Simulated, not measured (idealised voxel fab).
voxel ribs on slabs: a process module
The figure presents cross-section cut, which has a width of 250 nm and is divided into square cells with an edge length of 5 nm.
Cross-section, as written here: a square-cell grid given band by band from the top down, where a band holds one or more rows of cells.
The entry gives the band's vertical extent as a top height and a bottom height in nm, then its horizontal make-up as materials from left to right, each with a width in nm. "air" stands for empty space; a single material marked "everywhere" fills the band edge to edge.
Measure heights from 0. That's the level where, below it, the as-received wafer is all one material. The lowest band is bottomless and extends downward; write it as in "top 0, no bottom".
So if you see something like "30->40" for the width, read it as the top row of the band sitting at the first number and the bottom row at the second, with every row in between moving by the same amount as the last.
Where the words "nothing altered" appear for a step, the cross-section shows no cell changed by that step; every cell remained as before.
"Closed void table" means: voids of 8 cells or more that are shut off from the top with no open way through. Written width x height at distance, distance from the left edge, in nm.
Anything after a step's settings on that line? It's the simulator's own note about the step.
overlay nm: mask right of planned place by this much (step with mask). Neg. = left.

-- Intended process steps
| 1 | RECEIVE | material Si |
| 2 | DIRECTIONAL_DEP | material SiO2 | thk nm 20 |
| 3 | DIRECTIONAL_DEP | material polySi | thk nm 15 |
| 4 | DIRECTIONAL_DEP | material aC | thk nm 15 |
| 5 | PATTERN | tone cover | mask id RIB | material resist | width nm 25 | thk nm 35 | overlay nm 0 |
| 6 | DIRECTIONAL_ETCH | etch materials aC | depth nm 15 |
| 7 | STRIP | etch materials resist |
| 8 | DIRECTIONAL_ETCH | etch materials polySi | depth nm 10 |
| 9 | STRIP | etch materials aC |
| 10 | PATTERN | tone cover | mask id SLAB | material resist | width nm 75 | thk nm 20 | overlay nm 0 |
| 11 | DIRECTIONAL_ETCH | etch materials polySi | depth nm 5 |
| 12 | STRIP | etch materials resist |
| 13 | FILL_DEP | material SiO2 | thk nm 15 |
| 14 | CMP | height nm 45 |
| 15 | DIRECTIONAL_DEP | material W | thk nm 10 |
| 16 | MASKED_ETCH | tone cover | mask id HEATER | width nm 35 | etch materials W | depth nm 10 | overlay nm 0 |
| 17 | CONFORMAL_DEP | material SiN | thk nm 5 |

-- As received (post step 1): cross-section
    top 0, no bottom = Si everywhere
    Closed void table: none

-- Cross-sectional result after module completion. Note: starting condition and plan are unchanged from above; one processing mistake was made
    top 60, bottom 55 = 100 of air, then 45 of SiN, then 105 of air
    top 55, bottom 50 = 100 of air, then 5 of SiN, then 35 of W, then 5 of SiN, then 105 of air
    top 50, bottom 45 = 105 of SiN, then 35 of W, then 110 of SiN
    top 45, bottom 35 = SiO2 everywhere
    top 35, bottom 25 = 105 of SiO2, then 35 of polySi, then 110 of SiO2
    top 25, bottom 20 = 85 of SiO2, then 75 of polySi, then 90 of SiO2
    top 20, bottom 0 = SiO2 everywhere
    top 0, no bottom = Si everywhere
    Closed void table: none
In executing the process, a mistake was made relative to the plan: off-plan run, step 5, actual operation and settings PATTERN | tone cover | mask id RIB | material resist | width nm 35 | thk nm 35 | overlay nm 0
